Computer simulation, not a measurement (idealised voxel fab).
process module | voxel wiring stack
cross-section cut | 205 nm wide | cells 5 nm
A cross-section is a grid of square cells, given in bands from the top down. A band is one or more rows of cells.
Each band's line starts with the height of the band's top and of its bottom, in nm. Then come its materials from left to right, each with its width in nm. One material with "throughout" fills the band from edge to edge. "air" is empty space.
Height 0 is the level under which the wafer as received is all one material. The lowest band goes on downwards, as in "0 down".
A width such as "30 to 40" changes by the same amount from each row of cells to the next, from the band's top row to its bottom row.
"no change" after a step means that no cell of the cross-section changed.
closed voids: empty space of 8 cells or more with no open way to the top, each as width x height at its distance from the left edge, in nm
after a step's settings: what the simulator itself notes on the step
overlay nm, on a step with a mask: how far to the right of its planned place the mask lay; to the left if negative
plan
1 op RECEIVE | material Si
2 op CONFORMAL_DEP | material SiO2 | thk nm 15
3 op DIRECTIONAL_DEP | material TiN | thk nm 5
4 op DIRECTIONAL_DEP | material W | thk nm 25
5 op DIRECTIONAL_DEP | material aC | thk nm 15
6 op PATTERN | tone cover | mask id METAL_1 | material resist | width nm 20 | pitch nm 40 | thk nm 30 | overlay nm 0
7 op DIRECTIONAL_ETCH | etch materials aC | depth nm 15
8 op STRIP | etch materials resist
9 op DIRECTIONAL_ETCH | etch materials W | depth nm 25
10 op DIRECTIONAL_ETCH | etch materials TiN | depth nm 5
11 op STRIP | etch materials aC
12 op CONFORMAL_DEP | material SiCN | thk nm 5
13 op FILL_DEP | material SiO2 | thk nm 5
14 op CMP | height nm 45
15 op CONFORMAL_DEP | material SiCN | thk nm 5
16 op DIRECTIONAL_DEP | material lowk | thk nm 30
17 op MASKED_ETCH | tone open | mask id METAL_2_HOLES | width nm 15 | pitch nm 80 | etch materials lowk | depth nm 30 | overlay nm 0
18 op PATTERN | tone open | mask id METAL_2 | material resist | width nm 20 | pitch nm 40 | thk nm 20 | overlay nm 0
19 op DIRECTIONAL_ETCH | etch materials lowk | depth nm 15
20 op DIRECTIONAL_ETCH | etch materials SiCN | depth nm 5
21 op STRIP | etch materials resist
22 op CONFORMAL_DEP | material TiN | thk nm 5
23 op FILL_DEP | material Cu | thk nm 5
24 op CMP | height nm 80
25 op CONFORMAL_DEP | material SiCN | thk nm 5
26 op DIRECTIONAL_DEP | material SiO2 | thk nm 30
27 op MASKED_ETCH | tone open | mask id METAL_3 | width nm 20 | pitch nm 40 | etch materials SiO2 | depth nm 15 | overlay nm 0
28 op MASKED_ETCH | tone open | mask id METAL_3_HOLES | width nm 15 | pitch nm 80 | etch materials SiO2 | depth nm 15 | overlay nm 0
29 op MASKED_ETCH | tone open | mask id METAL_3_HOLES | width nm 15 | pitch nm 80 | etch materials SiCN | depth nm 5 | overlay nm 0
30 op CONFORMAL_DEP | material TiN | thk nm 5
31 op FILL_DEP | material Ru | thk nm 5
32 op CMP | height nm 115
33 op CONFORMAL_DEP | material SiCN | thk nm 5
34 op DIRECTIONAL_DEP | material SiO2 | thk nm 25
35 op MASKED_ETCH | tone open | mask id METAL_4 | width nm 20 | pitch nm 40 | etch materials SiO2 | depth nm 15 | overlay nm 0
36 op PATTERN | tone open | mask id METAL_4_HOLES | material resist | width nm 15 | pitch nm 80 | thk nm 20 | overlay nm 0
37 op DIRECTIONAL_ETCH | etch materials SiO2 | depth nm 10
38 op DIRECTIONAL_ETCH | etch materials SiCN | depth nm 5
39 op STRIP | etch materials resist
40 op CONFORMAL_DEP | material TiN | thk nm 5
41 op FILL_DEP | material Ru | thk nm 10
42 op CMP | height nm 145
43 op CONFORMAL_DEP | material SiN | thk nm 5
as received, after step 1
  0 down: Si throughout
  closed voids: none
first wafer at the end, as planned
  150 to 145: SiN throughout
  145 to 135: SiO2 30 | TiN 5 | Ru 10 | TiN 5 | SiO2 20 | TiN 5 | Ru 10 | TiN 5 | SiO2 20 | TiN 5 | Ru 10 | TiN 5 | SiO2 20 | TiN 5 | Ru 10 | TiN 5 | SiO2 35
  135 to 130: SiO2 30 | TiN 5 | Ru 5 | TiN 10 | SiO2 20 | TiN 20 | SiO2 20 | TiN 5 | Ru 5 | TiN 10 | SiO2 20 | TiN 20 | SiO2 35
  130 to 120: SiO2 30 | TiN 5 | Ru 5 | TiN 5 | SiO2 65 | TiN 5 | Ru 5 | TiN 5 | SiO2 80
  120 to 115: SiCN 30 | TiN 15 | SiCN 65 | TiN 15 | SiCN 80
  115 to 105: SiO2 30 | TiN 5 | Ru 10 | TiN 5 | SiO2 20 | TiN 5 | Ru 10 | TiN 5 | SiO2 20 | TiN 5 | Ru 10 | TiN 5 | SiO2 20 | TiN 5 | Ru 10 | TiN 5 | SiO2 35
  105 to 100: SiO2 30 | TiN 5 | Ru 5 | TiN 10 | SiO2 20 | TiN 20 | SiO2 20 | TiN 5 | Ru 5 | TiN 10 | SiO2 20 | TiN 20 | SiO2 35
  100 to 85: SiO2 30 | TiN 5 | Ru 5 | TiN 5 | SiO2 65 | TiN 5 | Ru 5 | TiN 5 | SiO2 80
  85 to 80: SiCN 30 | TiN 15 | SiCN 65 | TiN 15 | SiCN 80
  80 to 70: lowk 30 | TiN 5 | Cu 10 | TiN 5 | lowk 20 | TiN 5 | Cu 10 | TiN 5 | lowk 20 | TiN 5 | Cu 10 | TiN 5 | lowk 20 | TiN 5 | Cu 10 | TiN 5 | lowk 35
  70 to 65: lowk 30 | TiN 5 | Cu 5 | TiN 10 | lowk 20 | TiN 20 | lowk 20 | TiN 5 | Cu 5 | TiN 10 | lowk 20 | TiN 20 | lowk 35
  65 to 50: lowk 30 | TiN 5 | Cu 5 | TiN 5 | lowk 65 | TiN 5 | Cu 5 | TiN 5 | lowk 80
  50 to 45: SiCN 30 | TiN 15 | SiCN 65 | TiN 15 | SiCN 80
  45 to 20: SiO2 25 | SiCN 5 | W 20 | SiCN 5 | SiO2 10 | SiCN 5 | W 20 | SiCN 5 | SiO2 10 | SiCN 5 | W 20 | SiCN 5 | SiO2 10 | SiCN 5 | W 20 | SiCN 5 | SiO2 30
  20 to 15: SiCN 30 | TiN 20 | SiCN 20 | TiN 20 | SiCN 20 | TiN 20 | SiCN 20 | TiN 20 | SiCN 35
  15 to 0: SiO2 throughout
  0 down: Si throughout
  closed voids: none
second wafer at the end: like start, like plan, one mistake
  150 to 145: SiN throughout
  145 to 135: SiO2 30 | TiN 5 | Ru 10 | TiN 5 | SiO2 20 | TiN 5 | Ru 10 | TiN 5 | SiO2 20 | TiN 5 | Ru 10 | TiN 5 | SiO2 20 | TiN 5 | Ru 10 | TiN 5 | SiO2 35
  135 to 130: SiO2 30 | TiN 5 | Ru 5 | TiN 10 | SiO2 20 | TiN 20 | SiO2 20 | TiN 5 | Ru 5 | TiN 10 | SiO2 20 | TiN 20 | SiO2 35
  130 to 120: SiO2 30 | TiN 5 | Ru 5 | TiN 5 | SiO2 65 | TiN 5 | Ru 5 | TiN 5 | SiO2 80
  120 to 115: SiCN 30 | TiN 15 | SiCN 65 | TiN 15 | SiCN 80
  115 to 105: SiO2 30 | TiN 5 | Ru 10 | TiN 5 | SiO2 20 | TiN 5 | Ru 10 | TiN 5 | SiO2 20 | TiN 5 | Ru 10 | TiN 5 | SiO2 20 | TiN 5 | Ru 10 | TiN 5 | SiO2 35
  105 to 100: SiO2 30 | TiN 5 | Ru 10 | TiN 5 | SiO2 20 | TiN 20 | SiO2 20 | TiN 5 | Ru 10 | TiN 5 | SiO2 20 | TiN 20 | SiO2 35
  100 to 90: SiO2 30 | TiN 5 | Ru 10 | TiN 5 | SiO2 60 | TiN 5 | Ru 10 | TiN 5 | SiO2 75
  90 to 85: SiO2 30 | TiN 5 | Ru 5 | TiN 10 | SiO2 60 | TiN 5 | Ru 5 | TiN 10 | SiO2 75
  85 to 80: SiCN 30 | TiN 15 | SiCN 65 | TiN 15 | SiCN 80
  80 to 70: lowk 30 | TiN 5 | Cu 10 | TiN 5 | lowk 20 | TiN 5 | Cu 10 | TiN 5 | lowk 20 | TiN 5 | Cu 10 | TiN 5 | lowk 20 | TiN 5 | Cu 10 | TiN 5 | lowk 35
  70 to 65: lowk 30 | TiN 5 | Cu 5 | TiN 10 | lowk 20 | TiN 20 | lowk 20 | TiN 5 | Cu 5 | TiN 10 | lowk 20 | TiN 20 | lowk 35
  65 to 50: lowk 30 | TiN 5 | Cu 5 | TiN 5 | lowk 65 | TiN 5 | Cu 5 | TiN 5 | lowk 80
  50 to 45: SiCN 30 | TiN 15 | SiCN 65 | TiN 15 | SiCN 80
  45 to 20: SiO2 25 | SiCN 5 | W 20 | SiCN 5 | SiO2 10 | SiCN 5 | W 20 | SiCN 5 | SiO2 10 | SiCN 5 | W 20 | SiCN 5 | SiO2 10 | SiCN 5 | W 20 | SiCN 5 | SiO2 30
  20 to 15: SiCN 30 | TiN 20 | SiCN 20 | TiN 20 | SiCN 20 | TiN 20 | SiCN 20 | TiN 20 | SiCN 35
  15 to 0: SiO2 throughout
  0 down: Si throughout
  closed voids: none
what went wrong: step 28 ran as: op MASKED_ETCH | tone open | mask id METAL_3_HOLES | width nm 20 | pitch nm 80 | etch materials SiO2 | depth nm 15 | overlay nm 0
at the end the second wafer has, in cells: 6 more of Ru | 6 fewer of SiO2
